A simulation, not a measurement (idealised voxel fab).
Name of the process module below: voxel transistor to metal
Xsec cut, 155 nm wide, square cell size 5 nm.
When this document writes out a cross-section, it uses a grid of square cells and lists it as bands, beginning at the top and moving down, with a band standing for one or more rows of cells. Band entry format. Leading values: height of top, height of bottom, nm. Remainder: materials in left-to-right order, each with its width in nm. Special words: "everywhere" on a single material, which then fills the band edge to edge; "blank", empty space. Heights are measured from 0, the level below which the as-received wafer is all one material; the lowest band has no bottom and continues downward, written as in "0..down". Graded width ("30..40"): value in top row of band = first number; value in bottom row = second number; row-to-row change constant. Given "no modifications" for a step, no cell of the cross-section differs between before and after that step. Any empty space of 8 cells or more lacking an open way to the top shows up in "Cavities, sealed" as width x height at distance, distance from the left edge, in nm. Read whatever lies past the settings on a step's line as the simulator's own remark about the step. "overlay nm" on a masked step: distance the mask lay right of its planned place, negative for left.
-- Steps planned for the process
1. RECEIVE (material Si)
2. CONFORMAL_DEP (material SiO2; thk nm 5)
3. CONFORMAL_DEP (material SiN; thk nm 10)
4. PATTERN (tone cover; mask id ACTIVE; material resist; width nm 100; thk nm 20; overlay nm 0)
5. DIRECTIONAL_ETCH (etch materials SiN; depth nm 10)
6. DIRECTIONAL_ETCH (etch materials SiO2; depth nm 5)
7. DIRECTIONAL_ETCH (etch materials Si; depth nm 25)
8. STRIP (etch materials resist)
9. OXIDIZE (depth nm 5)
10. FILL_DEP (material SiO2; thk nm 5)
11. CMP (height nm 15)
12. SELECTIVE_ETCH (etch materials SiO2; depth nm 5)
13. STRIP (etch materials SiN)
14. SELECTIVE_ETCH (etch materials SiO2; depth nm 5)
15. OXIDIZE (depth nm 5)
16. DIRECTIONAL_DEP (material polySi; thk nm 30)
17. DIRECTIONAL_DEP (material SiCN; thk nm 15)
18. MASKED_ETCH (tone cover; mask id GATE; width nm 20; etch materials SiCN; depth nm 25; overlay nm 0)
19. MASKED_ETCH (tone cover; mask id GATE; width nm 20; etch materials polySi; depth nm 40; overlay nm 0)
20. CONFORMAL_DEP (material SiN; thk nm 10)
21. DIRECTIONAL_ETCH (etch materials SiN; depth nm 10)
22. DIRECTIONAL_ETCH (etch materials SiO2; depth nm 5)
23. EPI (material SiGe; thk nm 5)
24. FILL_DEP (material SiO2; thk nm 10)
25. CMP (height nm 45)
26. DIRECTIONAL_DEP (material SiO2; thk nm 10)
27. PATTERN (tone open; mask id CONTACT; material resist; width nm 15; pitch nm 65; thk nm 20; overlay nm 0)
28. DIRECTIONAL_ETCH (etch materials SiO2; depth nm 55)
29. STRIP (etch materials resist)
30. CONFORMAL_DEP (material TiN; thk nm 5)
31. FILL_DEP (material W; thk nm 5)
32. CMP (height nm 55)
33. DIRECTIONAL_DEP (material TiN; thk nm 5)
34. DIRECTIONAL_DEP (material Ru; thk nm 20)
35. PATTERN (tone cover; mask id METAL_1; material resist; width nm 15; pitch nm 65; thk nm 20; overlay nm 0)
36. DIRECTIONAL_ETCH (etch materials Ru; depth nm 20)
37. DIRECTIONAL_ETCH (etch materials TiN; depth nm 5)
38. STRIP (etch materials resist)
39. FILL_DEP (material SiO2; thk nm 10)
40. CMP (height nm 80)
41. CONFORMAL_DEP (material SiCN; thk nm 5)
42. DIRECTIONAL_DEP (material lowk; thk nm 25)
43. DIRECTIONAL_DEP (material aC; thk nm 10)
44. PATTERN (tone open; mask id METAL_2; material resist; width nm 15; pitch nm 65; thk nm 30; overlay nm 0)
45. DIRECTIONAL_ETCH (etch materials aC; depth nm 10)
46. STRIP (etch materials resist)
47. DIRECTIONAL_ETCH (etch materials lowk; depth nm 15)
48. STRIP (etch materials aC)
49. MASKED_ETCH (tone open; mask id METAL_2_HOLES; width nm 15; pitch nm 65; etch materials lowk; depth nm 10; overlay nm 0)
50. MASKED_ETCH (tone open; mask id METAL_2_HOLES; width nm 15; pitch nm 65; etch materials SiCN; depth nm 5; overlay nm 0)
51. CONFORMAL_DEP (material TiN; thk nm 5)
52. FILL_DEP (material Cu; thk nm 10)
53. CMP (height nm 110)
54. CONFORMAL_DEP (material SiN; thk nm 5)
-- Below: the first of two wafers, run as planned
-- Cross-section of the wafer as it came to us, i.e., already through step 1
- 0..down = Si everywhere
- Cavities, sealed: none
-- Wafer after step 2 (cross-section)
- 5..0 = SiO2 everywhere
- Below a height of 0, the structure has not been altered.
-- Wafer after step 3 (cross-section)
- 15..5 = SiN everywhere
- Below a height of 5, the structure has not been altered.
-- Wafer after step 4 (cross-section)
- 35..15 = blank 25, then resist 100, then blank 30
- Below a height of 15, the structure has not been altered.
-- Wafer after step 5 (cross-section)
- 35..15 = blank 25, then resist 100, then blank 30
- 15..5 = blank 25, then SiN 100, then blank 30
- Below a height of 5, the structure has not been altered.
-- Wafer after step 6 (cross-section)
- 35..15 = blank 25, then resist 100, then blank 30
- 15..5 = blank 25, then SiN 100, then blank 30
- 5..0 = blank 25, then SiO2 100, then blank 30
- Below a height of 0, the structure has not been altered.
-- Wafer after step 7 (cross-section)
- 35..15 = blank 25, then resist 100, then blank 30
- 15..5 = blank 25, then SiN 100, then blank 30
- 5..0 = blank 25, then SiO2 100, then blank 30
- 0..-25 = blank 25, then Si 100, then blank 30
- Below a height of -25, the structure has not been altered.
-- Wafer after step 8 (cross-section)
- 15..5 = blank 25, then SiN 100, then blank 30
- Below a height of 5, the structure has not been altered.
-- Wafer after step 9 (cross-section)
- 15..5 = blank 25, then SiN 100, then blank 30
- 5..0 = blank 25, then SiO2 100, then blank 30
- 0..-25 = blank 25, then SiO2 5, then Si 90, then SiO2 5, then blank 30
- -25..-30 = SiO2 30, then Si 90, then SiO2 35
- Below a height of -30, the structure has not been altered.
-- Wafer after step 10 (cross-section)
- 20..15 = SiO2 everywhere
- 15..5 = SiO2 25, then SiN 100, then SiO2 30
- 5..0 = SiO2 everywhere
- 0..-30 = SiO2 30, then Si 90, then SiO2 35
- Below a height of -30, the structure has not been altered.
-- Wafer after step 11 (cross-section)
- 15..5 = SiO2 25, then SiN 100, then SiO2 30
- Below a height of 5, the structure has not been altered.
-- Wafer after step 12 (cross-section)
- 15..10 = blank 25, then SiN 100, then blank 30
- Below a height of 10, the structure has not been altered.
-- Wafer after step 13 (cross-section)
- 10..5 = SiO2 25, then blank 100, then SiO2 30
- Below a height of 5, the structure has not been altered.
-- Wafer after step 14 (cross-section)
- 5..0 = SiO2 20, then blank 110, then SiO2 25
- Below a height of 0, the structure has not been altered.
-- Wafer after step 15 (cross-section)
- 5..0 = SiO2 20, then blank 110, then SiO2 25
- 0..-5 = SiO2 everywhere
- Below a height of -5, the structure has not been altered.
-- Wafer after step 16 (cross-section)
- 35..30 = polySi 20, then blank 110, then polySi 25
- 30..5 = polySi everywhere
- 5..0 = SiO2 20, then polySi 110, then SiO2 25
- Below a height of 0, the structure has not been altered.
-- Wafer after step 17 (cross-section)
- 50..45 = SiCN 20, then blank 110, then SiCN 25
- 45..35 = SiCN everywhere
- 35..30 = polySi 20, then SiCN 110, then polySi 25
- Below a height of 30, the structure has not been altered.
-- Wafer after step 18 (cross-section)
- 45..35 = blank 65, then SiCN 20, then blank 70
- 35..30 = polySi 20, then blank 45, then SiCN 20, then blank 45, then polySi 25
- Below a height of 30, the structure has not been altered.
-- Wafer after step 19 (cross-section)
- 45..30 = blank 65, then SiCN 20, then blank 70
- 30..5 = blank 65, then polySi 20, then blank 70
- 5..0 = SiO2 20, then blank 45, then polySi 20, then blank 45, then SiO2 25
- Below a height of 0, the structure has not been altered.
-- Wafer after step 20 (cross-section)
- 55..45 = blank 55, then SiN 40, then blank 60
- 45..30 = blank 55, then SiN 10, then SiCN 20, then SiN 10, then blank 60
- 30..15 = blank 55, then SiN 10, then polySi 20, then SiN 10, then blank 60
- 15..10 = SiN 30, then blank 25, then SiN 10, then polySi 20, then SiN 10, then blank 25, then SiN 35
- 10..5 = SiN 65, then polySi 20, then SiN 70
- 5..0 = SiO2 20, then SiN 45, then polySi 20, then SiN 45, then SiO2 25
- Below a height of 0, the structure has not been altered.
-- Wafer after step 21 (cross-section)
- 45..30 = blank 55, then SiN 10, then SiCN 20, then SiN 10, then blank 60
- 30..5 = blank 55, then SiN 10, then polySi 20, then SiN 10, then blank 60
- 5..0 = SiO2 20, then SiN 10, then blank 25, then SiN 10, then polySi 20, then SiN 10, then blank 25, then SiN 10, then SiO2 25
- Below a height of 0, the structure has not been altered.
-- Wafer after step 22 (cross-section)
- 45..30 = blank 55, then SiN 10, then SiCN 20, then SiN 10, then blank 60
- 30..5 = blank 55, then SiN 10, then polySi 20, then SiN 10, then blank 60
- 5..0 = blank 20, then SiN 10, then blank 25, then SiN 10, then polySi 20, then SiN 10, then blank 25, then SiN 10, then blank 25
- 0..-5 = SiO2 30, then blank 25, then SiO2 40, then blank 25, then SiO2 35
- Below a height of -5, the structure has not been altered.
-- Wafer after step 23 (cross-section)
- 45..30 = blank 55, then SiN 10, then SiCN 20, then SiN 10, then blank 60
- 30..5 = blank 55, then SiN 10, then polySi 20, then SiN 10, then blank 60
- 5..0 = blank 20, then SiN 10, then blank 25, then SiN 10, then polySi 20, then SiN 10, then blank 25, then SiN 10, then blank 25
- 0..-5 = SiO2 30, then SiGe 25, then SiO2 40, then SiGe 25, then SiO2 35
- Below a height of -5, the structure has not been altered.
-- Wafer after step 24 (cross-section)
- 55..45 = SiO2 everywhere
- 45..30 = SiO2 55, then SiN 10, then SiCN 20, then SiN 10, then SiO2 60
- 30..5 = SiO2 55, then SiN 10, then polySi 20, then SiN 10, then SiO2 60
- 5..0 = SiO2 20, then SiN 10, then SiO2 25, then SiN 10, then polySi 20, then SiN 10, then SiO2 25, then SiN 10, then SiO2 25
- Below a height of 0, the structure has not been altered.
-- Wafer after step 25 (cross-section)
- 45..30 = SiO2 55, then SiN 10, then SiCN 20, then SiN 10, then SiO2 60
- Below a height of 30, the structure has not been altered.
-- Wafer after step 26 (cross-section)
- 55..45 = SiO2 everywhere
- Below a height of 45, the structure has not been altered.
-- Wafer after step 27 (cross-section)
- 75..55 = resist 35, then blank 15, then resist 50, then blank 15, then resist 40
- Below a height of 55, the structure has not been altered.
-- Wafer after step 28 (cross-section)
- 75..55 = resist 35, then blank 15, then resist 50, then blank 15, then resist 40
- 55..45 = SiO2 35, then blank 15, then SiO2 50, then blank 15, then SiO2 40
- 45..30 = SiO2 35, then blank 15, then SiO2 5, then SiN 10, then SiCN 20, then SiN 10, then SiO2 5, then blank 15, then SiO2 40
- 30..5 = SiO2 35, then blank 15, then SiO2 5, then SiN 10, then polySi 20, then SiN 10, then SiO2 5, then blank 15, then SiO2 40
- 5..0 = SiO2 20, then SiN 10, then SiO2 5, then blank 15, then SiO2 5, then SiN 10, then polySi 20, then SiN 10, then SiO2 5, then blank 15, then SiO2 5, then SiN 10, then SiO2 25
- Below a height of 0, the structure has not been altered.
-- Wafer after step 29 (cross-section)
- 55..45 = SiO2 35, then blank 15, then SiO2 50, then blank 15, then SiO2 40
- Below a height of 45, the structure has not been altered.
-- Wafer after step 30 (cross-section)
- 60..55 = TiN 40, then blank 5, then TiN 60, then blank 5, then TiN 45
- 55..45 = SiO2 35, then TiN 5, then blank 5, then TiN 5, then SiO2 50, then TiN 5, then blank 5, then TiN 5, then SiO2 40
- 45..30 = SiO2 35, then TiN 5, then blank 5, then TiN 5, then SiO2 5, then SiN 10, then SiCN 20, then SiN 10, then SiO2 5, then TiN 5, then blank 5, then TiN 5, then SiO2 40
- 30..5 = SiO2 35, then TiN 5, then blank 5, then TiN 5, then SiO2 5, then SiN 10, then polySi 20, then SiN 10, then SiO2 5, then TiN 5, then blank 5, then TiN 5, then SiO2 40
- 5..0 = SiO2 20, then SiN 10, then SiO2 5, then TiN 15, then SiO2 5, then SiN 10, then polySi 20, then SiN 10, then SiO2 5, then TiN 15, then SiO2 5, then SiN 10, then SiO2 25
- Below a height of 0, the structure has not been altered.
-- Wafer after step 31 (cross-section)
- 65..60 = W everywhere
- 60..55 = TiN 40, then W 5, then TiN 60, then W 5, then TiN 45
- 55..45 = SiO2 35, then TiN 5, then W 5, then TiN 5, then SiO2 50, then TiN 5, then W 5, then TiN 5, then SiO2 40
- 45..30 = SiO2 35, then TiN 5, then W 5, then TiN 5, then SiO2 5, then SiN 10, then SiCN 20, then SiN 10, then SiO2 5, then TiN 5, then W 5, then TiN 5, then SiO2 40
- 30..5 = SiO2 35, then TiN 5, then W 5, then TiN 5, then SiO2 5, then SiN 10, then polySi 20, then SiN 10, then SiO2 5, then TiN 5, then W 5, then TiN 5, then SiO2 40
- Below a height of 5, the structure has not been altered.
-- Wafer after step 32 (cross-section)
- 55..45 = SiO2 35, then TiN 5, then W 5, then TiN 5, then SiO2 50, then TiN 5, then W 5, then TiN 5, then SiO2 40
- Below a height of 45, the structure has not been altered.
-- Wafer after step 33 (cross-section)
- 60..55 = TiN everywhere
- Below a height of 55, the structure has not been altered.
-- Wafer after step 34 (cross-section)
- 80..60 = Ru everywhere
- Below a height of 60, the structure has not been altered.
-- Wafer after step 35 (cross-section)
- 100..80 = blank 35, then resist 15, then blank 50, then resist 15, then blank 40
- Below a height of 80, the structure has not been altered.
-- Wafer after step 36 (cross-section)
- 100..80 = blank 35, then resist 15, then blank 50, then resist 15, then blank 40
- 80..60 = blank 35, then Ru 15, then blank 50, then Ru 15, then blank 40
- Below a height of 60, the structure has not been altered.
-- Wafer after step 37 (cross-section)
- 100..80 = blank 35, then resist 15, then blank 50, then resist 15, then blank 40
- 80..60 = blank 35, then Ru 15, then blank 50, then Ru 15, then blank 40
- 60..55 = blank 35, then TiN 15, then blank 50, then TiN 15, then blank 40
- Below a height of 55, the structure has not been altered.
-- Wafer after step 38 (cross-section)
- 80..60 = blank 35, then Ru 15, then blank 50, then Ru 15, then blank 40
- Below a height of 60, the structure has not been altered.
-- Wafer after step 39 (cross-section)
- 90..80 = SiO2 everywhere
- 80..60 = SiO2 35, then Ru 15, then SiO2 50, then Ru 15, then SiO2 40
- 60..55 = SiO2 35, then TiN 15, then SiO2 50, then TiN 15, then SiO2 40
- Below a height of 55, the structure has not been altered.
-- Wafer after step 40 (cross-section)
- 80..60 = SiO2 35, then Ru 15, then SiO2 50, then Ru 15, then SiO2 40
- Below a height of 60, the structure has not been altered.
-- Wafer after step 41 (cross-section)
- 85..80 = SiCN everywhere
- Below a height of 80, the structure has not been altered.
-- Wafer after step 42 (cross-section)
- 110..85 = lowk everywhere
- Below a height of 85, the structure has not been altered.
-- Wafer after step 43 (cross-section)
- 120..110 = aC everywhere
- Below a height of 110, the structure has not been altered.
-- Wafer after step 44 (cross-section)
- 150..120 = resist 35, then blank 15, then resist 50, then blank 15, then resist 40
- Below a height of 120, the structure has not been altered.
-- Wafer after step 45 (cross-section)
- 140..120 = resist 35, then blank 15, then resist 50, then blank 15, then resist 40
- 120..110 = aC 35, then blank 15, then aC 50, then blank 15, then aC 40
- Below a height of 110, the structure has not been altered.
-- Wafer after step 46 (cross-section)
- 120..110 = aC 35, then blank 15, then aC 50, then blank 15, then aC 40
- Below a height of 110, the structure has not been altered.
-- Wafer after step 47 (cross-section)
- 120..110 = aC 35, then blank 15, then aC 50, then blank 15, then aC 40
- 110..95 = lowk 35, then blank 15, then lowk 50, then blank 15, then lowk 40
- Below a height of 95, the structure has not been altered.
-- Wafer after step 48 (cross-section)
- 110..95 = lowk 35, then blank 15, then lowk 50, then blank 15, then lowk 40
- Below a height of 95, the structure has not been altered.
-- Wafer after step 49 (cross-section)
- 110..85 = lowk 35, then blank 15, then lowk 50, then blank 15, then lowk 40
- Below a height of 85, the structure has not been altered.
-- Wafer after step 50 (cross-section)
- 110..85 = lowk 35, then blank 15, then lowk 50, then blank 15, then lowk 40
- 85..80 = SiCN 35, then blank 15, then SiCN 50, then blank 15, then SiCN 40
- Below a height of 80, the structure has not been altered.
-- Wafer after step 51 (cross-section)
- 115..110 = TiN 40, then blank 5, then TiN 60, then blank 5, then TiN 45
- 110..85 = lowk 35, then TiN 5, then blank 5, then TiN 5, then lowk 50, then TiN 5, then blank 5, then TiN 5, then lowk 40
- 85..80 = SiCN 35, then TiN 15, then SiCN 50, then TiN 15, then SiCN 40
- Below a height of 80, the structure has not been altered.
-- Wafer after step 52 (cross-section)
- 125..115 = Cu everywhere
- 115..110 = TiN 40, then Cu 5, then TiN 60, then Cu 5, then TiN 45
- 110..85 = lowk 35, then TiN 5, then Cu 5, then TiN 5, then lowk 50, then TiN 5, then Cu 5, then TiN 5, then lowk 40
- Below a height of 85, the structure has not been altered.
-- Wafer after step 53 (cross-section)
- 110..85 = lowk 35, then TiN 5, then Cu 5, then TiN 5, then lowk 50, then TiN 5, then Cu 5, then TiN 5, then lowk 40
- Below a height of 85, the structure has not been altered.
-- Wafer after step 54 (cross-section)
- 115..110 = SiN everywhere
- Below a height of 110, the structure has not been altered.
-- Notes, second wafer: start = first wafer's, plan = first wafer's, execution had one mistake; history identical to first through step 18
-- Second wafer cross-section, taken as of the time the plan sets for step 19 to be done
- 45..30 = blank 65, then SiCN 20, then blank 70
- 30..5 = blank 60, then polySi 25, then blank 70
- 5..0 = SiO2 20, then blank 40, then polySi 25, then blank 45, then SiO2 25
- Below a height of 0, the structure has not been altered.
-- Second wafer cross-section, taken as of the time the plan sets for step 20 to be done
- 55..45 = blank 55, then SiN 40, then blank 60
- 45..40 = blank 55, then SiN 10, then SiCN 20, then SiN 10, then blank 60
- 40..30 = blank 50, then SiN 15, then SiCN 20, then SiN 10, then blank 60
- 30..15 = blank 50, then SiN 10, then polySi 25, then SiN 10, then blank 60
- 15..10 = SiN 30, then blank 20, then SiN 10, then polySi 25, then SiN 10, then blank 25, then SiN 35
- 10..5 = SiN 60, then polySi 25, then SiN 70
- 5..0 = SiO2 20, then SiN 40, then polySi 25, then SiN 45, then SiO2 25
- Below a height of 0, the structure has not been altered.
-- Second wafer cross-section, taken as of the time the plan sets for step 21 to be done
- 45..30 = blank 55, then SiN 10, then SiCN 20, then SiN 10, then blank 60
- 30..5 = blank 50, then SiN 10, then polySi 25, then SiN 10, then blank 60
- 5..0 = SiO2 20, then SiN 10, then blank 20, then SiN 10, then polySi 25, then SiN 10, then blank 25, then SiN 10, then SiO2 25
- Below a height of 0, the structure has not been altered.
-- Second wafer cross-section, taken as of the time the plan sets for step 22 to be done
- 45..30 = blank 55, then SiN 10, then SiCN 20, then SiN 10, then blank 60
- 30..5 = blank 50, then SiN 10, then polySi 25, then SiN 10, then blank 60
- 5..0 = blank 20, then SiN 10, then blank 20, then SiN 10, then polySi 25, then SiN 10, then blank 25, then SiN 10, then blank 25
- 0..-5 = SiO2 30, then blank 20, then SiO2 45, then blank 25, then SiO2 35
- Below a height of -5, the structure has not been altered.
-- Second wafer cross-section, taken as of the time the plan sets for step 23 to be done
- 45..30 = blank 55, then SiN 10, then SiCN 20, then SiN 10, then blank 60
- 30..5 = blank 50, then SiN 10, then polySi 25, then SiN 10, then blank 60
- 5..0 = blank 20, then SiN 10, then blank 20, then SiN 10, then polySi 25, then SiN 10, then blank 25, then SiN 10, then blank 25
- 0..-5 = SiO2 30, then SiGe 20, then SiO2 45, then SiGe 25, then SiO2 35
- Below a height of -5, the structure has not been altered.
-- Second wafer cross-section, taken as of the time the plan sets for step 24 to be done
- 55..45 = SiO2 everywhere
- 45..30 = SiO2 55, then SiN 10, then SiCN 20, then SiN 10, then SiO2 60
- 30..5 = SiO2 50, then SiN 10, then polySi 25, then SiN 10, then SiO2 60
- 5..0 = SiO2 20, then SiN 10, then SiO2 20, then SiN 10, then polySi 25, then SiN 10, then SiO2 25, then SiN 10, then SiO2 25
- Below a height of 0, the structure has not been altered.
-- Second wafer cross-section, taken as of the time the plan sets for step 25 to be done
- 45..30 = SiO2 55, then SiN 10, then SiCN 20, then SiN 10, then SiO2 60
- Below a height of 30, the structure has not been altered.
-- Second wafer cross-section, taken as of the time the plan sets for step 26 to be done
- 55..45 = SiO2 everywhere
- Below a height of 45, the structure has not been altered.
-- Second wafer cross-section, taken as of the time the plan sets for step 27 to be done
- 75..55 = resist 35, then blank 15, then resist 50, then blank 15, then resist 40
- Below a height of 55, the structure has not been altered.
-- Second wafer cross-section, taken as of the time the plan sets for step 28 to be done
- 75..55 = resist 35, then blank 15, then resist 50, then blank 15, then resist 40
- 55..45 = SiO2 35, then blank 15, then SiO2 50, then blank 15, then SiO2 40
- 45..30 = SiO2 35, then blank 15, then SiO2 5, then SiN 10, then SiCN 20, then SiN 10, then SiO2 5, then blank 15, then SiO2 40
- 30..5 = SiO2 35, then blank 15, then SiN 10, then polySi 25, then SiN 10, then SiO2 5, then blank 15, then SiO2 40
- 5..0 = SiO2 20, then SiN 10, then SiO2 5, then blank 15, then SiN 10, then polySi 25, then SiN 10, then SiO2 5, then blank 15, then SiO2 5, then SiN 10, then SiO2 25
- Below a height of 0, the structure has not been altered.
-- Second wafer cross-section, taken as of the time the plan sets for step 29 to be done
- 55..45 = SiO2 35, then blank 15, then SiO2 50, then blank 15, then SiO2 40
- Below a height of 45, the structure has not been altered.
-- Second wafer cross-section, taken as of the time the plan sets for step 30 to be done
- 60..55 = TiN 40, then blank 5, then TiN 60, then blank 5, then TiN 45
- 55..45 = SiO2 35, then TiN 5, then blank 5, then TiN 5, then SiO2 50, then TiN 5, then blank 5, then TiN 5, then SiO2 40
- 45..30 = SiO2 35, then TiN 5, then blank 5, then TiN 5, then SiO2 5, then SiN 10, then SiCN 20, then SiN 10, then SiO2 5, then TiN 5, then blank 5, then TiN 5, then SiO2 40
- 30..5 = SiO2 35, then TiN 5, then blank 5, then TiN 5, then SiN 10, then polySi 25, then SiN 10, then SiO2 5, then TiN 5, then blank 5, then TiN 5, then SiO2 40
- 5..0 = SiO2 20, then SiN 10, then SiO2 5, then TiN 15, then SiN 10, then polySi 25, then SiN 10, then SiO2 5, then TiN 15, then SiO2 5, then SiN 10, then SiO2 25
- Below a height of 0, the structure has not been altered.
-- Second wafer cross-section, taken as of the time the plan sets for step 31 to be done
- 65..60 = W everywhere
- 60..55 = TiN 40, then W 5, then TiN 60, then W 5, then TiN 45
- 55..45 = SiO2 35, then TiN 5, then W 5, then TiN 5, then SiO2 50, then TiN 5, then W 5, then TiN 5, then SiO2 40
- 45..30 = SiO2 35, then TiN 5, then W 5, then TiN 5, then SiO2 5, then SiN 10, then SiCN 20, then SiN 10, then SiO2 5, then TiN 5, then W 5, then TiN 5, then SiO2 40
- 30..5 = SiO2 35, then TiN 5, then W 5, then TiN 5, then SiN 10, then polySi 25, then SiN 10, then SiO2 5, then TiN 5, then W 5, then TiN 5, then SiO2 40
- Below a height of 5, the structure has not been altered.
-- Second wafer cross-section, taken as of the time the plan sets for step 32 to be done
- 55..45 = SiO2 35, then TiN 5, then W 5, then TiN 5, then SiO2 50, then TiN 5, then W 5, then TiN 5, then SiO2 40
- Below a height of 45, the structure has not been altered.
-- Second wafer cross-section, taken as of the time the plan sets for step 33 to be done
- 60..55 = TiN everywhere
- Below a height of 55, the structure has not been altered.
-- Second wafer cross-section, taken as of the time the plan sets for step 34 to be done
- 80..60 = Ru everywhere
- Below a height of 60, the structure has not been altered.
-- Second wafer cross-section, taken as of the time the plan sets for step 35 to be done
- 100..80 = blank 35, then resist 15, then blank 50, then resist 15, then blank 40
- Below a height of 80, the structure has not been altered.
-- Second wafer cross-section, taken as of the time the plan sets for step 36 to be done
- 100..80 = blank 35, then resist 15, then blank 50, then resist 15, then blank 40
- 80..60 = blank 35, then Ru 15, then blank 50, then Ru 15, then blank 40
- Below a height of 60, the structure has not been altered.
-- Second wafer cross-section, taken as of the time the plan sets for step 37 to be done
- 100..80 = blank 35, then resist 15, then blank 50, then resist 15, then blank 40
- 80..60 = blank 35, then Ru 15, then blank 50, then Ru 15, then blank 40
- 60..55 = blank 35, then TiN 15, then blank 50, then TiN 15, then blank 40
- Below a height of 55, the structure has not been altered.
-- Second wafer cross-section, taken as of the time the plan sets for step 38 to be done
- 80..60 = blank 35, then Ru 15, then blank 50, then Ru 15, then blank 40
- Below a height of 60, the structure has not been altered.
-- Second wafer cross-section, taken as of the time the plan sets for step 39 to be done
- 90..80 = SiO2 everywhere
- 80..60 = SiO2 35, then Ru 15, then SiO2 50, then Ru 15, then SiO2 40
- 60..55 = SiO2 35, then TiN 15, then SiO2 50, then TiN 15, then SiO2 40
- Below a height of 55, the structure has not been altered.
-- Second wafer cross-section, taken as of the time the plan sets for step 40 to be done
- 80..60 = SiO2 35, then Ru 15, then SiO2 50, then Ru 15, then SiO2 40
- Below a height of 60, the structure has not been altered.
-- Second wafer cross-section, taken as of the time the plan sets for step 41 to be done
- 85..80 = SiCN everywhere
- Below a height of 80, the structure has not been altered.
-- Second wafer cross-section, taken as of the time the plan sets for step 42 to be done
- 110..85 = lowk everywhere
- Below a height of 85, the structure has not been altered.
-- Second wafer cross-section, taken as of the time the plan sets for step 43 to be done
- 120..110 = aC everywhere
- Below a height of 110, the structure has not been altered.
-- Second wafer cross-section, taken as of the time the plan sets for step 44 to be done
- 150..120 = resist 35, then blank 15, then resist 50, then blank 15, then resist 40
- Below a height of 120, the structure has not been altered.
-- Second wafer cross-section, taken as of the time the plan sets for step 45 to be done
- 140..120 = resist 35, then blank 15, then resist 50, then blank 15, then resist 40
- 120..110 = aC 35, then blank 15, then aC 50, then blank 15, then aC 40
- Below a height of 110, the structure has not been altered.
-- Second wafer cross-section, taken as of the time the plan sets for step 46 to be done
- 120..110 = aC 35, then blank 15, then aC 50, then blank 15, then aC 40
- Below a height of 110, the structure has not been altered.
-- Second wafer cross-section, taken as of the time the plan sets for step 47 to be done
- 120..110 = aC 35, then blank 15, then aC 50, then blank 15, then aC 40
- 110..95 = lowk 35, then blank 15, then lowk 50, then blank 15, then lowk 40
- Below a height of 95, the structure has not been altered.
-- Second wafer cross-section, taken as of the time the plan sets for step 48 to be done
- 110..95 = lowk 35, then blank 15, then lowk 50, then blank 15, then lowk 40
- Below a height of 95, the structure has not been altered.
-- Second wafer cross-section, taken as of the time the plan sets for step 49 to be done
- 110..85 = lowk 35, then blank 15, then lowk 50, then blank 15, then lowk 40
- Below a height of 85, the structure has not been altered.
-- Second wafer cross-section, taken as of the time the plan sets for step 50 to be done
- 110..85 = lowk 35, then blank 15, then lowk 50, then blank 15, then lowk 40
- 85..80 = SiCN 35, then blank 15, then SiCN 50, then blank 15, then SiCN 40
- Below a height of 80, the structure has not been altered.
-- Second wafer cross-section, taken as of the time the plan sets for step 51 to be done
- 115..110 = TiN 40, then blank 5, then TiN 60, then blank 5, then TiN 45
- 110..85 = lowk 35, then TiN 5, then blank 5, then TiN 5, then lowk 50, then TiN 5, then blank 5, then TiN 5, then lowk 40
- 85..80 = SiCN 35, then TiN 15, then SiCN 50, then TiN 15, then SiCN 40
- Below a height of 80, the structure has not been altered.
-- Second wafer cross-section, taken as of the time the plan sets for step 52 to be done
- 125..115 = Cu everywhere
- 115..110 = TiN 40, then Cu 5, then TiN 60, then Cu 5, then TiN 45
- 110..85 = lowk 35, then TiN 5, then Cu 5, then TiN 5, then lowk 50, then TiN 5, then Cu 5, then TiN 5, then lowk 40
- Below a height of 85, the structure has not been altered.
-- Second wafer cross-section, taken as of the time the plan sets for step 53 to be done
- 110..85 = lowk 35, then TiN 5, then Cu 5, then TiN 5, then lowk 50, then TiN 5, then Cu 5, then TiN 5, then lowk 40
- Below a height of 85, the structure has not been altered.
-- Second wafer cross-section, taken as of the time the plan sets for step 54 to be done
- 115..110 = SiN everywhere
- Below a height of 110, the structure has not been altered.
Which mistake was made when the wafer was run? step 19 did not happen as planned, as run it was MASKED_ETCH (tone cover; mask id GATE; width nm 20; etch materials polySi; depth nm 40; overlay nm -5)
Bottom line after processing is that, in cells, the second wafer is up or down on some materials versus the first: 1 fewer of SiGe; 5 fewer of SiO2; 6 more of polySi
